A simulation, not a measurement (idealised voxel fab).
Documented hereafter: the process module known as voxel spacer lines.
Each square cell in cross-section cut measures 5 nm, and the section as a whole is 280 nm wide.
Cross-section, as written here: a square-cell grid given band by band from the top down, where a band holds one or more rows of cells. Within each band entry, the heights of the top and of the bottom of the band appear first, in that order and in nm; the materials of the band then follow from left to right, each with its corresponding width in nm. The designation "edge to edge" on a single material indicates that it fills the band from edge to edge; the designation "air" indicates empty space. Below 0: as-received wafer, all one material; heights counted from there. Lowest band: no bottom, goes on down, written "0 down". You'd read "30 to 40" like this: the band's top row of cells is as wide as the first number, its bottom row is as wide as the second, and going down, every row changes width by the same amount as the row before did. "remained unchanged" for a step: no cell of the cross-section changed in that step. "Sealed internal voids" lists enclosed empty spaces (at least 8 cells, no open path upward to the top), each as width x height at distance from the left edge, in nm. On each step's line, the part that comes after the settings is the simulator's own comment on the step. The setting "overlay nm" may be written on the line of a step. When the step uses a mask, the value reports how far to the right of the planned place the mask lay, and a negative value reports that it lay to the left.

### The following list gives the planned process steps
step 1: RECEIVE (material Si)
step 2: CONFORMAL_DEP (material Al2O3; thk nm 10)
step 3: DIRECTIONAL_DEP (material polySi; thk nm 15)
step 4: DIRECTIONAL_DEP (material aC; thk nm 20)
step 5: PATTERN (tone cover; mask id MANDREL; material resist; width nm 20; pitch nm 60; thk nm 30; overlay nm 0)
step 6: DIRECTIONAL_ETCH (etch materials aC; depth nm 20)
step 7: STRIP (etch materials resist)
step 8: CONFORMAL_DEP (material SiO2; thk nm 10)
step 9: DIRECTIONAL_ETCH (etch materials SiO2; depth nm 10)
step 10: STRIP (etch materials aC)
step 11: DIRECTIONAL_ETCH (etch materials polySi; depth nm 15)
step 12: STRIP (etch materials SiO2)

### Wafer at receipt (post step 1), cross-section
    0 down: Si edge to edge
    Sealed internal voids: none

### Cross-section: first of two wafers, module finished, run according to plan
    25 to 10: air 90 nm  polySi 10 nm  air 20 nm  polySi 10 nm  air 20 nm  polySi 10 nm  air 20 nm  polySi 10 nm  air 90 nm
    10 to 0: Al2O3 edge to edge
    0 down: Si edge to edge
    Sealed internal voids: none

### Cross-section at end of module for the second wafer of two, which matched the first in starting point and plan and differed by one mistake in its processing
    30 to 10: aC edge to edge
    10 to 0: Al2O3 edge to edge
    0 down: Si edge to edge
    Sealed internal voids: none
Deviation from plan: steps 3 and 4: order swapped relative to plan
In the final state, the cell counts of the second wafer exceed or fall short of those of the first for the following materials: aC +224, polySi -24
